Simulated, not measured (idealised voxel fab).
Process module in this document: voxel capacitor over wiring
225 nm wide, 5 nm square cells: that's cross-section cut.
For the purposes of this document, a cross-section shall be understood as a grid of square cells, specified as bands listed in top-to-bottom order, each band consisting of one or more rows of cells. It is stipulated that each band's entry specify, in nanometres, the height of the top of the band and then that of its bottom, followed by the materials of the band in left-to-right sequence, each together with its width in nanometres. A single material marked by the word "all across" is understood to fill the band from edge to edge; the word "blank" is understood to denote empty space. Measure heights from 0. That's the level where, below it, the as-received wafer is all one material. The lowest band is bottomless and extends downward; write it as in "0 nm and below". The expression "30->40" gives the width at the extremes of the band, the first number at its top row of cells and the second at its bottom row, with the width changing by equal amounts from each row to the next in between. No cell of the cross-section changed in a step that is given as "same as before". "Trapped void list": empty spaces of 8 cells or more with no open way to the top, each given as width x height at distance, distance from the left edge, all in nm. Note: text after step settings on the step line = simulator remark on that step. Steps that use a mask can have "overlay nm" on their line. It says how far the mask sat to the right of where it was meant to be. Negative means to the left.

SO HERE'S THE LINEUP OF PROCESS STEPS WE PLANNED
| 1 | RECEIVE (material Si) |
| 2 | CONFORMAL_DEP (material SiO2; thk nm 15) |
| 3 | DIRECTIONAL_DEP (material TiN; thk nm 5) |
| 4 | DIRECTIONAL_DEP (material W; thk nm 15) |
| 5 | MASKED_ETCH (tone cover; mask id METAL_1; width nm 25; pitch nm 95; etch materials W; depth nm 15; overlay nm 0) |
| 6 | MASKED_ETCH (tone cover; mask id METAL_1; width nm 25; pitch nm 95; etch materials TiN; depth nm 5; overlay nm 0) |
| 7 | CONFORMAL_DEP (material SiCN; thk nm 5) |
| 8 | FILL_DEP (material lowk; thk nm 5) |
| 9 | CMP (height nm 35) |
| 10 | CONFORMAL_DEP (material SiCN; thk nm 5) |
| 11 | DIRECTIONAL_DEP (material lowk; thk nm 15) |
| 12 | PATTERN (tone open; mask id PLUG_1; material resist; width nm 15; thk nm 20; overlay nm 0) |
| 13 | DIRECTIONAL_ETCH (etch materials lowk; depth nm 15) |
| 14 | DIRECTIONAL_ETCH (etch materials SiCN; depth nm 5) |
| 15 | STRIP (etch materials resist) |
| 16 | CONFORMAL_DEP (material TiN; thk nm 5) |
| 17 | FILL_DEP (material Ru; thk nm 10) |
| 18 | CMP (height nm 55) |
| 19 | DIRECTIONAL_DEP (material TiN; thk nm 5) |
| 20 | DIRECTIONAL_DEP (material SiN; thk nm 5) |
| 21 | DIRECTIONAL_DEP (material TiN; thk nm 5) |
| 22 | PATTERN (tone cover; mask id UPPER_PLATE; material resist; width nm 75; thk nm 15; overlay nm 0) |
| 23 | DIRECTIONAL_ETCH (etch materials TiN; depth nm 5) |
| 24 | DIRECTIONAL_ETCH (etch materials SiN; depth nm 5) |
| 25 | STRIP (etch materials resist) |
| 26 | MASKED_ETCH (tone cover; mask id LOWER_PLATE; width nm 85; etch materials TiN; depth nm 5; overlay nm 0) |
| 27 | FILL_DEP (material SiO2; thk nm 20) |
| 28 | CMP (height nm 85) |
| 29 | MASKED_ETCH (tone open; mask id PLUG_2; width nm 15; etch materials SiO2; depth nm 15; overlay nm 0) |
| 30 | CONFORMAL_DEP (material TiN; thk nm 5) |
| 31 | FILL_DEP (material Ru; thk nm 10) |
| 32 | CMP (height nm 85) |
| 33 | CONFORMAL_DEP (material SiN; thk nm 5) |

WAFER AT RECEIPT (POST STEP 1), CROSS-SECTION
> 0 nm and below  Si all across
> Trapped void list: none

CROSS-SECTION TAKEN AT MODULE COMPLETION ON THE FIRST OF TWO WAFERS; PROCESSED PER THE PLAN
> 90 nm to 85 nm  SiN all across
> 85 nm to 75 nm  SiO2: 70 | TiN: 5 | Ru: 5 | TiN: 5 | SiO2: 140
> 75 nm to 65 nm  SiO2: 70->60 | TiN: 15->75 | SiO2: 140->90
> 65 nm to 60 nm  SiO2: 60 | SiN: 75 | SiO2: 90
> 60 nm to 55 nm  SiO2: 55 | TiN: 85 | SiO2: 85
> 55 nm to 40 nm  lowk: 60 | TiN: 5 | Ru: 5 | TiN: 5 | lowk: 150
> 40 nm to 35 nm  SiCN: 60 | TiN: 15 | SiCN: 150
> 35 nm to 20 nm  lowk: 45 | SiCN: 5 | W: 25 | SiCN: 5 | lowk: 60 | SiCN: 5 | W: 25 | SiCN: 5 | lowk: 50
> 20 nm to 15 nm  SiCN: 50 | TiN: 25 | SiCN: 70 | TiN: 25 | SiCN: 55
> 15 nm to 0 nm  SiO2 all across
> 0 nm and below  Si all across
> Trapped void list: none

MODULE END: CROSS-SECTION OF WAFER TWO OF TWO. SAME START AND PROCESS PLAN AS THE FIRST WAFER. ONE MISTAKE DURING EXECUTION
> 90 nm to 85 nm  SiN all across
> 85 nm to 75 nm  Ru: 65 | TiN: 5 | SiO2: 15 | TiN: 5 | Ru: 135
> 75 nm to 70 nm  TiN: 70 | SiO2: 15 | TiN: 140
> 70 nm to 65 nm  SiO2: 60 | TiN: 75 | SiO2: 90
> 65 nm to 60 nm  SiO2: 60 | SiN: 75 | SiO2: 90
> 60 nm to 55 nm  SiO2: 55 | TiN: 85 | SiO2: 85
> 55 nm to 40 nm  lowk: 60 | TiN: 5 | Ru: 5 | TiN: 5 | lowk: 150
> 40 nm to 35 nm  SiCN: 60 | TiN: 15 | SiCN: 150
> 35 nm to 20 nm  lowk: 45 | SiCN: 5 | W: 25 | SiCN: 5 | lowk: 60 | SiCN: 5 | W: 25 | SiCN: 5 | lowk: 50
> 20 nm to 15 nm  SiCN: 50 | TiN: 25 | SiCN: 70 | TiN: 25 | SiCN: 55
> 15 nm to 0 nm  SiO2 all across
> 0 nm and below  Si all across
> Trapped void list: none
Want to know what went wrong? step 29 deviated from plan and actually ran as MASKED_ETCH (tone cover; mask id PLUG_2; width nm 15; etch materials SiO2; depth nm 15; overlay nm 0)
In the final state, the cell counts of the second wafer exceed or fall short of those of the first for the following materials: +78 Ru | -117 SiO2 | +39 TiN
